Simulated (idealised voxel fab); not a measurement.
process module | voxel transistor to metal
cross-section cut | 210 nm wide | cells 5 nm
A cross-section is a grid of square cells, given in bands from the top down. A band is one or more rows of cells.
Each band's line starts with the height of the band's top and of its bottom, in nm. Then come its materials from left to right, each with its width in nm. One material with "throughout" fills the band from edge to edge. "air" is empty space.
Height 0 is the level under which the wafer as received is all one material. The lowest band goes on downwards, as in "0 down".
A width such as "30 to 40" changes by the same amount from each row of cells to the next, from the band's top row to its bottom row.
"no change" after a step means that no cell of the cross-section changed.
closed voids: empty space of 8 cells or more with no open way to the top, each as width x height at its distance from the left edge, in nm
after a step's settings: what the simulator itself notes on the step
overlay nm, on a step with a mask: how far to the right of its planned place the mask lay; to the left if negative
plan
1 op RECEIVE | material Si
2 op OXIDIZE | depth nm 5
3 op CONFORMAL_DEP | material SiN | thk nm 10
4 op PATTERN | tone cover | mask id ACTIVE | material resist | width nm 95 | thk nm 15 | overlay nm 0
5 op DIRECTIONAL_ETCH | etch materials SiN | depth nm 10
6 op DIRECTIONAL_ETCH | etch materials SiO2 | depth nm 5
7 op DIRECTIONAL_ETCH | etch materials Si | depth nm 35
8 op STRIP | etch materials resist
9 op OXIDIZE | depth nm 5
10 op FILL_DEP | material SiO2 | thk nm 5
11 op CMP | height nm 10
12 op SELECTIVE_ETCH | etch materials SiO2 | depth nm 10
13 op STRIP | etch materials SiN
14 op SELECTIVE_ETCH | etch materials SiO2 | depth nm 5
15 op OXIDIZE | depth nm 5
16 op DIRECTIONAL_DEP | material polySi | thk nm 25
17 op DIRECTIONAL_DEP | material SiCN | thk nm 10
18 op MASKED_ETCH | tone cover | mask id GATE | width nm 15 | etch materials SiCN | depth nm 20 | overlay nm 0
19 op MASKED_ETCH | tone cover | mask id GATE | width nm 15 | etch materials polySi | depth nm 35 | overlay nm 0
20 op CONFORMAL_DEP | material SiN | thk nm 10
21 op DIRECTIONAL_ETCH | etch materials SiN | depth nm 10
22 op DIRECTIONAL_ETCH | etch materials SiO2 | depth nm 5
23 op DIRECTIONAL_ETCH | etch materials Si | depth nm 10
24 op EPI | material nSi | thk nm 15
25 op FILL_DEP | material SiO2 | thk nm 5
26 op CMP | height nm 30
27 op DIRECTIONAL_DEP | material SiO2 | thk nm 15
28 op MASKED_ETCH | tone open | mask id CONTACT | width nm 15 | pitch nm 60 | etch materials SiO2 | depth nm 50 | overlay nm 0
29 op CONFORMAL_DEP | material TiN | thk nm 5
30 op FILL_DEP | material W | thk nm 10
31 op CMP | height nm 45
32 op DIRECTIONAL_DEP | material TiN | thk nm 5
33 op DIRECTIONAL_DEP | material W | thk nm 25
34 op PATTERN | tone cover | mask id METAL_1 | material resist | width nm 15 | pitch nm 60 | thk nm 15 | overlay nm 0
35 op DIRECTIONAL_ETCH | etch materials W | depth nm 25
36 op DIRECTIONAL_ETCH | etch materials TiN | depth nm 5
37 op STRIP | etch materials resist
38 op FILL_DEP | material lowk | thk nm 10
39 op CMP | height nm 75
40 op CONFORMAL_DEP | material SiN | thk nm 5
first wafer, as planned
as received, after step 1
  0 down: Si throughout
  closed voids: none
after step 2
  0 to -5: SiO2 throughout
  below -5: unchanged
after step 3
  10 to 0: SiN throughout
  below 0: unchanged
after step 4
  25 to 10: air 55 | resist 95 | air 60
  below 10: unchanged
after step 5
  25 to 10: air 55 | resist 95 | air 60
  10 to 0: air 55 | SiN 95 | air 60
  below 0: unchanged
after step 6
  25 to 10: air 55 | resist 95 | air 60
  10 to 0: air 55 | SiN 95 | air 60
  0 to -5: air 55 | SiO2 95 | air 60
  below -5: unchanged
after step 7
  25 to 10: air 55 | resist 95 | air 60
  10 to 0: air 55 | SiN 95 | air 60
  0 to -5: air 55 | SiO2 95 | air 60
  -5 to -40: air 55 | Si 95 | air 60
  below -40: unchanged
after step 8
  10 to 0: air 55 | SiN 95 | air 60
  below 0: unchanged
after step 9
  10 to 0: air 55 | SiN 95 | air 60
  0 to -5: air 55 | SiO2 95 | air 60
  -5 to -40: air 55 | SiO2 5 | Si 85 | SiO2 5 | air 60
  -40 to -45: SiO2 60 | Si 85 | SiO2 65
  below -45: unchanged
after step 10
  15 to 10: SiO2 throughout
  10 to 0: SiO2 55 | SiN 95 | SiO2 60
  0 to -5: SiO2 throughout
  -5 to -45: SiO2 60 | Si 85 | SiO2 65
  below -45: unchanged
after step 11
  10 to 0: SiO2 55 | SiN 95 | SiO2 60
  below 0: unchanged
after step 12
  10 to 0: air 55 | SiN 95 | air 60
  below 0: unchanged
after step 13
  0 to -5: SiO2 throughout
  below -5: unchanged
after step 14
  -5 to -45: SiO2 60 | Si 85 | SiO2 65
  below -45: unchanged
after step 15
  -5 to -10: SiO2 throughout
  below -10: unchanged
after step 16
  20 to -5: polySi throughout
  below -5: unchanged
after step 17
  30 to 20: SiCN throughout
  below 20: unchanged
after step 18
  30 to 20: air 95 | SiCN 15 | air 100
  below 20: unchanged
after step 19
  30 to 20: air 95 | SiCN 15 | air 100
  20 to -5: air 95 | polySi 15 | air 100
  below -5: unchanged
after step 20
  40 to 30: air 85 | SiN 35 | air 90
  30 to 20: air 85 | SiN 10 | SiCN 15 | SiN 10 | air 90
  20 to 5: air 85 | SiN 10 | polySi 15 | SiN 10 | air 90
  5 to -5: SiN 95 | polySi 15 | SiN 100
  below -5: unchanged
after step 21
  30 to 20: air 85 | SiN 10 | SiCN 15 | SiN 10 | air 90
  20 to -5: air 85 | SiN 10 | polySi 15 | SiN 10 | air 90
  below -5: unchanged
after step 22
  30 to 20: air 85 | SiN 10 | SiCN 15 | SiN 10 | air 90
  20 to -5: air 85 | SiN 10 | polySi 15 | SiN 10 | air 90
  -5 to -10: air 85 | SiO2 35 | air 90
  below -10: unchanged
after step 23
  30 to 20: air 85 | SiN 10 | SiCN 15 | SiN 10 | air 90
  20 to -5: air 85 | SiN 10 | polySi 15 | SiN 10 | air 90
  -5 to -10: air 85 | SiO2 35 | air 90
  -10 to -20: SiO2 60 | air 25 | Si 35 | air 25 | SiO2 65
  below -20: unchanged
after step 24
  30 to 20: air 85 | SiN 10 | SiCN 15 | SiN 10 | air 90
  20 to 5: air 85 | SiN 10 | polySi 15 | SiN 10 | air 90
  5 to -5: air 70 | nSi 15 | SiN 10 | polySi 15 | SiN 10 | nSi 15 | air 75
  -5 to -10: air 55 | nSi 30 | SiO2 35 | nSi 30 | air 60
  -10 to -20: SiO2 60 | nSi 25 | Si 35 | nSi 25 | SiO2 65
  below -20: unchanged
after step 25
  35 to 30: SiO2 throughout
  30 to 20: SiO2 85 | SiN 10 | SiCN 15 | SiN 10 | SiO2 90
  20 to 5: SiO2 85 | SiN 10 | polySi 15 | SiN 10 | SiO2 90
  5 to -5: SiO2 70 | nSi 15 | SiN 10 | polySi 15 | SiN 10 | nSi 15 | SiO2 75
  -5 to -10: SiO2 55 | nSi 30 | SiO2 35 | nSi 30 | SiO2 60
  below -10: unchanged
after step 26
  30 to 20: SiO2 85 | SiN 10 | SiCN 15 | SiN 10 | SiO2 90
  below 20: unchanged
after step 27
  45 to 30: SiO2 throughout
  below 30: unchanged
after step 28
  45 to 30: SiO2 65 | air 15 | SiO2 45 | air 15 | SiO2 70
  30 to 20: SiO2 65 | air 15 | SiO2 5 | SiN 10 | SiCN 15 | SiN 10 | SiO2 5 | air 15 | SiO2 70
  20 to 5: SiO2 65 | air 15 | SiO2 5 | SiN 10 | polySi 15 | SiN 10 | SiO2 5 | air 15 | SiO2 70
  5 to -5: SiO2 65 | air 5 | nSi 15 | SiN 10 | polySi 15 | SiN 10 | nSi 15 | air 5 | SiO2 70
  below -5: unchanged
after step 29
  50 to 45: TiN 70 | air 5 | TiN 55 | air 5 | TiN 75
  45 to 30: SiO2 65 | TiN 5 | air 5 | TiN 5 | SiO2 45 | TiN 5 | air 5 | TiN 5 | SiO2 70
  30 to 20: SiO2 65 | TiN 5 | air 5 | TiN 5 | SiO2 5 | SiN 10 | SiCN 15 | SiN 10 | SiO2 5 | TiN 5 | air 5 | TiN 5 | SiO2 70
  20 to 10: SiO2 65 | TiN 5 | air 5 | TiN 5 | SiO2 5 | SiN 10 | polySi 15 | SiN 10 | SiO2 5 | TiN 5 | air 5 | TiN 5 | SiO2 70
  10 to 5: SiO2 65 | TiN 15 | SiO2 5 | SiN 10 | polySi 15 | SiN 10 | SiO2 5 | TiN 15 | SiO2 70
  5 to -5: SiO2 65 | TiN 5 | nSi 15 | SiN 10 | polySi 15 | SiN 10 | nSi 15 | TiN 5 | SiO2 70
  below -5: unchanged
after step 30
  60 to 50: W throughout
  50 to 45: TiN 70 | W 5 | TiN 55 | W 5 | TiN 75
  45 to 30: SiO2 65 | TiN 5 | W 5 | TiN 5 | SiO2 45 | TiN 5 | W 5 | TiN 5 | SiO2 70
  30 to 20: SiO2 65 | TiN 5 | W 5 | TiN 5 | SiO2 5 | SiN 10 | SiCN 15 | SiN 10 | SiO2 5 | TiN 5 | W 5 | TiN 5 | SiO2 70
  20 to 10: SiO2 65 | TiN 5 | W 5 | TiN 5 | SiO2 5 | SiN 10 | polySi 15 | SiN 10 | SiO2 5 | TiN 5 | W 5 | TiN 5 | SiO2 70
  below 10: unchanged
after step 31
  45 to 30: SiO2 65 | TiN 5 | W 5 | TiN 5 | SiO2 45 | TiN 5 | W 5 | TiN 5 | SiO2 70
  below 30: unchanged
after step 32
  50 to 45: TiN throughout
  below 45: unchanged
after step 33
  75 to 50: W throughout
  below 50: unchanged
after step 34
  90 to 75: air 65 | resist 15 | air 45 | resist 15 | air 70
  below 75: unchanged
after step 35
  90 to 75: air 65 | resist 15 | air 45 | resist 15 | air 70
  75 to 50: air 65 | W 15 | air 45 | W 15 | air 70
  below 50: unchanged
after step 36
  90 to 75: air 65 | resist 15 | air 45 | resist 15 | air 70
  75 to 50: air 65 | W 15 | air 45 | W 15 | air 70
  50 to 45: air 65 | TiN 15 | air 45 | TiN 15 | air 70
  below 45: unchanged
after step 37
  75 to 50: air 65 | W 15 | air 45 | W 15 | air 70
  below 50: unchanged
after step 38
  85 to 75: lowk throughout
  75 to 50: lowk 65 | W 15 | lowk 45 | W 15 | lowk 70
  50 to 45: lowk 65 | TiN 15 | lowk 45 | TiN 15 | lowk 70
  below 45: unchanged
after step 39
  75 to 50: lowk 65 | W 15 | lowk 45 | W 15 | lowk 70
  below 50: unchanged
after step 40
  80 to 75: SiN throughout
  below 75: unchanged
second wafer: like start, like plan, one mistake. Through step 18 it matches the first wafer
when step 19 should have ended
  30 to 20: air 95 | SiCN 15 | air 100
  20 to -5: air 90 | polySi 25 | air 95
  below -5: unchanged
when step 20 should have ended
  40 to 30: air 85 | SiN 35 | air 90
  30 to 20: air 80 | SiN 15 | SiCN 15 | SiN 15 | air 85
  20 to 5: air 80 | SiN 10 | polySi 25 | SiN 10 | air 85
  5 to -5: SiN 90 | polySi 25 | SiN 95
  below -5: unchanged
when step 21 should have ended
  30 to 20: air 85 | SiN 10 | SiCN 15 | SiN 10 | air 90
  20 to -5: air 80 | SiN 10 | polySi 25 | SiN 10 | air 85
  below -5: unchanged
when step 22 should have ended
  30 to 20: air 85 | SiN 10 | SiCN 15 | SiN 10 | air 90
  20 to -5: air 80 | SiN 10 | polySi 25 | SiN 10 | air 85
  -5 to -10: air 80 | SiO2 45 | air 85
  below -10: unchanged
when step 23 should have ended
  30 to 20: air 85 | SiN 10 | SiCN 15 | SiN 10 | air 90
  20 to -5: air 80 | SiN 10 | polySi 25 | SiN 10 | air 85
  -5 to -10: air 80 | SiO2 45 | air 85
  -10 to -20: SiO2 60 | air 20 | Si 45 | air 20 | SiO2 65
  below -20: unchanged
when step 24 should have ended
  30 to 20: air 85 | SiN 10 | SiCN 15 | SiN 10 | air 90
  20 to 5: air 80 | SiN 10 | polySi 25 | SiN 10 | air 85
  5 to -5: air 65 | nSi 15 | SiN 10 | polySi 25 | SiN 10 | nSi 15 | air 70
  -5 to -10: air 55 | nSi 25 | SiO2 45 | nSi 25 | air 60
  -10 to -20: SiO2 60 | nSi 20 | Si 45 | nSi 20 | SiO2 65
  below -20: unchanged
when step 25 should have ended
  35 to 30: SiO2 throughout
  30 to 20: SiO2 85 | SiN 10 | SiCN 15 | SiN 10 | SiO2 90
  20 to 5: SiO2 80 | SiN 10 | polySi 25 | SiN 10 | SiO2 85
  5 to -5: SiO2 65 | nSi 15 | SiN 10 | polySi 25 | SiN 10 | nSi 15 | SiO2 70
  -5 to -10: SiO2 55 | nSi 25 | SiO2 45 | nSi 25 | SiO2 60
  below -10: unchanged
when step 26 should have ended
  30 to 20: SiO2 85 | SiN 10 | SiCN 15 | SiN 10 | SiO2 90
  below 20: unchanged
when step 27 should have ended
  45 to 30: SiO2 throughout
  below 30: unchanged
when step 28 should have ended
  45 to 30: SiO2 65 | air 15 | SiO2 45 | air 15 | SiO2 70
  30 to 20: SiO2 65 | air 15 | SiO2 5 | SiN 10 | SiCN 15 | SiN 10 | SiO2 5 | air 15 | SiO2 70
  20 to 5: SiO2 65 | air 15 | SiN 10 | polySi 25 | SiN 10 | air 15 | SiO2 70
  below 5: unchanged
when step 29 should have ended
  50 to 45: TiN 70 | air 5 | TiN 55 | air 5 | TiN 75
  45 to 30: SiO2 65 | TiN 5 | air 5 | TiN 5 | SiO2 45 | TiN 5 | air 5 | TiN 5 | SiO2 70
  30 to 20: SiO2 65 | TiN 5 | air 5 | TiN 5 | SiO2 5 | SiN 10 | SiCN 15 | SiN 10 | SiO2 5 | TiN 5 | air 5 | TiN 5 | SiO2 70
  20 to 10: SiO2 65 | TiN 5 | air 5 | TiN 5 | SiN 10 | polySi 25 | SiN 10 | TiN 5 | air 5 | TiN 5 | SiO2 70
  10 to 5: SiO2 65 | TiN 15 | SiN 10 | polySi 25 | SiN 10 | TiN 15 | SiO2 70
  below 5: unchanged
when step 30 should have ended
  60 to 50: W throughout
  50 to 45: TiN 70 | W 5 | TiN 55 | W 5 | TiN 75
  45 to 30: SiO2 65 | TiN 5 | W 5 | TiN 5 | SiO2 45 | TiN 5 | W 5 | TiN 5 | SiO2 70
  30 to 20: SiO2 65 | TiN 5 | W 5 | TiN 5 | SiO2 5 | SiN 10 | SiCN 15 | SiN 10 | SiO2 5 | TiN 5 | W 5 | TiN 5 | SiO2 70
  20 to 10: SiO2 65 | TiN 5 | W 5 | TiN 5 | SiN 10 | polySi 25 | SiN 10 | TiN 5 | W 5 | TiN 5 | SiO2 70
  below 10: unchanged
when step 31 should have ended
  45 to 30: SiO2 65 | TiN 5 | W 5 | TiN 5 | SiO2 45 | TiN 5 | W 5 | TiN 5 | SiO2 70
  below 30: unchanged
when step 32 should have ended
  50 to 45: TiN throughout
  below 45: unchanged
when step 33 should have ended
  75 to 50: W throughout
  below 50: unchanged
when step 34 should have ended
  90 to 75: air 65 | resist 15 | air 45 | resist 15 | air 70
  below 75: unchanged
when step 35 should have ended
  90 to 75: air 65 | resist 15 | air 45 | resist 15 | air 70
  75 to 50: air 65 | W 15 | air 45 | W 15 | air 70
  below 50: unchanged
when step 36 should have ended
  90 to 75: air 65 | resist 15 | air 45 | resist 15 | air 70
  75 to 50: air 65 | W 15 | air 45 | W 15 | air 70
  50 to 45: air 65 | TiN 15 | air 45 | TiN 15 | air 70
  below 45: unchanged
when step 37 should have ended
  75 to 50: air 65 | W 15 | air 45 | W 15 | air 70
  below 50: unchanged
when step 38 should have ended
  85 to 75: lowk throughout
  75 to 50: lowk 65 | W 15 | lowk 45 | W 15 | lowk 70
  50 to 45: lowk 65 | TiN 15 | lowk 45 | TiN 15 | lowk 70
  below 45: unchanged
when step 39 should have ended
  75 to 50: lowk 65 | W 15 | lowk 45 | W 15 | lowk 70
  below 50: unchanged
when step 40 should have ended
  80 to 75: SiN throughout
  below 75: unchanged
what went wrong: step 19 ran as: op MASKED_ETCH | tone cover | mask id GATE | width nm 25 | etch materials polySi | depth nm 35 | overlay nm 0
at the end the second wafer has, in cells: 4 more of Si | 4 fewer of SiO2 | 4 fewer of TiN | 6 fewer of nSi | 10 more of polySi
